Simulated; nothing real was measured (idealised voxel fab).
Module name: voxel transistor to metal (process module)
The cross-section on display is named cut; it measures 175 nm wide, and its cells are 5 nm squares.
A cross-section is written here as square cells arranged in a grid, and it is given in bands from the top down, each band taking up one or more rows of cells.
The band entry comprises the height of the band's top followed by the height of its bottom, expressed in nm, and subsequently the band's materials from left to right, each stated together with its width in nm. Where a single material is marked with the word "edge to edge", that material fills the band from edge to edge. The word "empty" represents empty space.
Below 0: as-received wafer, all one material; heights counted from there. Lowest band: no bottom, goes on down, written "from 0 down".
With a width like "30->40", each row of cells in the band differs from the next by the same amount, the top row carrying the first number and the bottom row the second.
"no modifications" for a step: no cell of the cross-section changed in that step.
In the "Enclosed cavities" entry, you get each enclosed empty space of 8 cells or more, one with no open way to the top, written width x height at distance, distance from the left edge, in nm.
Post-settings text on a step line: simulator's own remark regarding the step.
On any step carrying a mask, the "overlay nm" setting, if present on the step's line, tells how far right of its planned place the mask lay; negative values point to the left.
-- The planned process steps are enumerated hereunder
1. RECEIVE, material Si
2. CONFORMAL_DEP, material SiO2, thk nm 5
3. CONFORMAL_DEP, material SiN, thk nm 10
4. PATTERN, tone cover, mask id ACTIVE, material resist, width nm 115, thk nm 15, overlay nm 0
5. DIRECTIONAL_ETCH, etch materials SiN, depth nm 10
6. DIRECTIONAL_ETCH, etch materials SiO2, depth nm 5
7. DIRECTIONAL_ETCH, etch materials Si, depth nm 30
8. STRIP, etch materials resist
9. FILL_DEP, material SiO2, thk nm 10
10. CMP, height nm 15
11. SELECTIVE_ETCH, etch materials SiO2, depth nm 5
12. STRIP, etch materials SiN
13. SELECTIVE_ETCH, etch materials SiO2, depth nm 5
14. OXIDIZE, depth nm 5
15. DIRECTIONAL_DEP, material polySi, thk nm 25
16. DIRECTIONAL_DEP, material SiCN, thk nm 10
17. DIRECTIONAL_DEP, material aC, thk nm 15
18. PATTERN, tone cover, mask id GATE, material resist, width nm 25, thk nm 30, overlay nm 0
19. DIRECTIONAL_ETCH, etch materials aC, depth nm 15
20. STRIP, etch materials resist
21. DIRECTIONAL_ETCH, etch materials SiCN, depth nm 20
22. DIRECTIONAL_ETCH, etch materials polySi, depth nm 35
23. STRIP, etch materials aC
24. CONFORMAL_DEP, material SiO2, thk nm 5
25. DIRECTIONAL_ETCH, etch materials SiO2, depth nm 5
26. CONFORMAL_DEP, material SiN, thk nm 10
27. DIRECTIONAL_ETCH, etch materials SiN, depth nm 10
28. DIRECTIONAL_ETCH, etch materials SiO2, depth nm 5
29. EPI, material SiGe, thk nm 5
30. FILL_DEP, material SiO2, thk nm 5
31. CMP, height nm 25
32. STRIP, etch materials polySi
33. SELECTIVE_ETCH, etch materials SiO2, depth nm 5
34. CONFORMAL_DEP, material HfO2, thk nm 5
35. CONFORMAL_DEP, material TiN, thk nm 5
36. FILL_DEP, material W, thk nm 5
37. CMP, height nm 20
38. DIRECTIONAL_DEP, material SiO2, thk nm 15
39. DIRECTIONAL_DEP, material aC, thk nm 10
40. PATTERN, tone open, mask id CONTACT, material resist, width nm 15, pitch nm 80, thk nm 25, overlay nm 0
41. DIRECTIONAL_ETCH, etch materials aC, depth nm 10
42. STRIP, etch materials resist
43. DIRECTIONAL_ETCH, etch materials SiO2, depth nm 35
44. STRIP, etch materials aC
45. CONFORMAL_DEP, material TiN, thk nm 5
46. FILL_DEP, material Ru, thk nm 5
47. CMP, height nm 35
48. CONFORMAL_DEP, material SiN, thk nm 5
49. DIRECTIONAL_DEP, material SiO2, thk nm 15
50. MASKED_ETCH, tone open, mask id METAL_1, width nm 15, pitch nm 80, etch materials SiO2, depth nm 15, overlay nm 0
51. MASKED_ETCH, tone open, mask id METAL_1, width nm 15, pitch nm 80, etch materials SiN, depth nm 5, overlay nm 0
52. CONFORMAL_DEP, material TiN, thk nm 5
53. FILL_DEP, material Cu, thk nm 10
54. CMP, height nm 55
55. EPI, material Ru, thk nm 5
56. FILL_DEP, material SiCN, thk nm 5
57. DIRECTIONAL_DEP, material SiO2, thk nm 30
58. MASKED_ETCH, tone open, mask id METAL_2, width nm 15, pitch nm 80, etch materials SiO2, depth nm 20, overlay nm 0
59. PATTERN, tone open, mask id METAL_2_HOLES, material resist, width nm 15, pitch nm 80, thk nm 20, overlay nm 0
60. DIRECTIONAL_ETCH, etch materials SiO2, depth nm 10
61. DIRECTIONAL_ETCH, etch materials SiCN, depth nm 5
62. STRIP, etch materials resist
63. CONFORMAL_DEP, material TiN, thk nm 5
64. FILL_DEP, material Cu, thk nm 10
65. CMP, height nm 95
66. CONFORMAL_DEP, material SiCN, thk nm 5
-- Step 1 complete: cross-section of the wafer as received
- from 0 down  Si edge to edge
- Enclosed cavities: none
-- Module complete - cross-section of the first of two wafers, run according to plan
- from 100 to 95  SiCN edge to edge
- from 95 to 65  SiO2: 40, TiN: 5, Cu: 5, TiN: 5, SiO2: 65, TiN: 5, Cu: 5, TiN: 5, SiO2: 40
- from 65 to 60  SiCN: 40, TiN: 15, SiCN: 65, TiN: 15, SiCN: 40
- from 60 to 55  SiCN: 35, Ru: 25, SiCN: 55, Ru: 25, SiCN: 35
- from 55 to 40  SiO2: 40, TiN: 5, Cu: 5, TiN: 5, SiO2: 65, TiN: 5, Cu: 5, TiN: 5, SiO2: 40
- from 40 to 35  SiN: 40, TiN: 15, SiN: 65, TiN: 15, SiN: 40
- from 35 to 20  SiO2: 40, TiN: 5, Ru: 5, TiN: 5, SiO2: 65, TiN: 5, Ru: 5, TiN: 5, SiO2: 40
- from 20 to 5  SiO2: 40, TiN: 5, Ru: 5, TiN: 5, SiO2: 5, SiN: 10, HfO2: 5, TiN: 5, W: 15, TiN: 5, HfO2: 5, SiN: 10, SiO2: 5, TiN: 5, Ru: 5, TiN: 5, SiO2: 40
- from 5 to 0  SiO2: 30, SiN: 10, TiN: 15, SiO2: 5, SiN: 10, HfO2: 5, TiN: 25, HfO2: 5, SiN: 10, SiO2: 5, TiN: 15, SiN: 10, SiO2: 30
- from 0 to -5  SiO2: 40, SiGe: 20, SiO2: 10, HfO2: 35, SiO2: 10, SiGe: 20, SiO2: 40
- from -5 to -30  SiO2: 30, Si: 115, SiO2: 30
- from -30 down  Si edge to edge
- Enclosed cavities: none
-- Module end: cross-section of wafer two of two. Same start and process plan as the first wafer. One mistake during execution
- from 100 to 95  SiCN edge to edge
- from 95 to 65  SiO2: 40, TiN: 5, Cu: 5, TiN: 5, SiO2: 65, TiN: 5, Cu: 5, TiN: 5, SiO2: 40
- from 65 to 60  SiCN: 40, TiN: 15, SiCN: 65, TiN: 15, SiCN: 40
- from 60 to 55  Ru edge to edge
- from 55 to 50  TiN: 45, Cu: 5, TiN: 75, Cu: 5, TiN: 45
- from 50 to 35  SiO2: 40, TiN: 5, Cu: 5, TiN: 5, SiO2: 65, TiN: 5, Cu: 5, TiN: 5, SiO2: 40
- from 35 to 30  SiN: 40, TiN: 15, SiN: 65, TiN: 15, SiN: 40
- from 30 to 20  SiO2: 40, TiN: 5, Ru: 5, TiN: 5, SiO2: 65, TiN: 5, Ru: 5, TiN: 5, SiO2: 40
- from 20 to 5  SiO2: 40, TiN: 5, Ru: 5, TiN: 5, SiO2: 5, SiN: 10, HfO2: 5, TiN: 5, W: 15, TiN: 5, HfO2: 5, SiN: 10, SiO2: 5, TiN: 5, Ru: 5, TiN: 5, SiO2: 40
- from 5 to 0  SiO2: 30, SiN: 10, TiN: 15, SiO2: 5, SiN: 10, HfO2: 5, TiN: 25, HfO2: 5, SiN: 10, SiO2: 5, TiN: 15, SiN: 10, SiO2: 30
- from 0 to -5  SiO2: 40, SiGe: 20, SiO2: 10, HfO2: 35, SiO2: 10, SiGe: 20, SiO2: 40
- from -5 to -30  SiO2: 30, Si: 115, SiO2: 30
- from -30 down  Si edge to edge
- Enclosed cavities: none
Against the plan, the run slipped here: step 47 did not happen as planned, as run it was CMP, height nm 30
Looking at both finished wafers in cells, the second ends up ahead of or behind the first on some materials: +2 Cu | +23 Ru | -25 SiCN | -29 SiO2 | +29 TiN
